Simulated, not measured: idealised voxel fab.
Title: Process Module voxel tone inversion
FYI the section here is cut, 165 nm wide, cells are 5 nm squares.
Notation: cross-section as square-cell grid; stated in bands, top first, going down; one or more cell rows per band.
This entry defines a band. It first specifies the height of the band's top and the height of its bottom in nm, and then specifies the band's materials from left to right, stating each material with its width in nm. The word "throughout" identifies a single material that fills the band from edge to edge, while the word "air" identifies empty space.
Height datum 0, below which the as-received substrate wafer is one material. Lowest band open at the bottom, running downward: "from 0 down".
The notation "30->40" denotes a width that varies across the rows of cells in the band, beginning at the first number in the top row, finishing at the second number in the bottom row, and changing by an identical amount from each row to the next.
Step marked "everything unchanged"? Then no cell in the cross-section changed in it.
In "Enclosed empty spaces" the enclosed voids are listed, meaning empty spaces of 8 cells or larger without any opening to the top. The form is width x height at distance, distance from the left edge, units nm.
Post-settings text on a step line: simulator's own remark regarding the step.
The setting "overlay nm" may be written on the line of a step. When the step uses a mask, the value reports how far to the right of the planned place the mask lay, and a negative value reports that it lay to the left.
Planned process steps
step 1: RECEIVE, material Si
step 2: CONFORMAL_DEP, material SiCN, thk nm 10
step 3: DIRECTIONAL_DEP, material aC, thk nm 15
step 4: PATTERN, tone cover, mask id POSTS, material resist, width nm 15, pitch nm 40, thk nm 25, overlay nm 0
step 5: DIRECTIONAL_ETCH, etch materials aC, depth nm 15
step 6: STRIP, etch materials resist
step 7: FILL_DEP, material lowk, thk nm 10
step 8: CMP, height nm 25
step 9: STRIP, etch materials aC
varied across the wafers: width nm of step 4. The plan shows the first wafer's value. All wafers start alike
Incoming state of the first of several wafers in cross-section: after step 1
	from 0 down = Si throughout
	Enclosed empty spaces: none
End of module, by wafer: material-by-material cell gain (+) or loss (-) since receipt, then closed voids
width nm 15, +66 SiCN, +81 lowk, Enclosed empty spaces: none
width nm 20, +66 SiCN, +75 lowk, Enclosed empty spaces: none
width nm 25, +66 SiCN, +69 lowk, Enclosed empty spaces: none
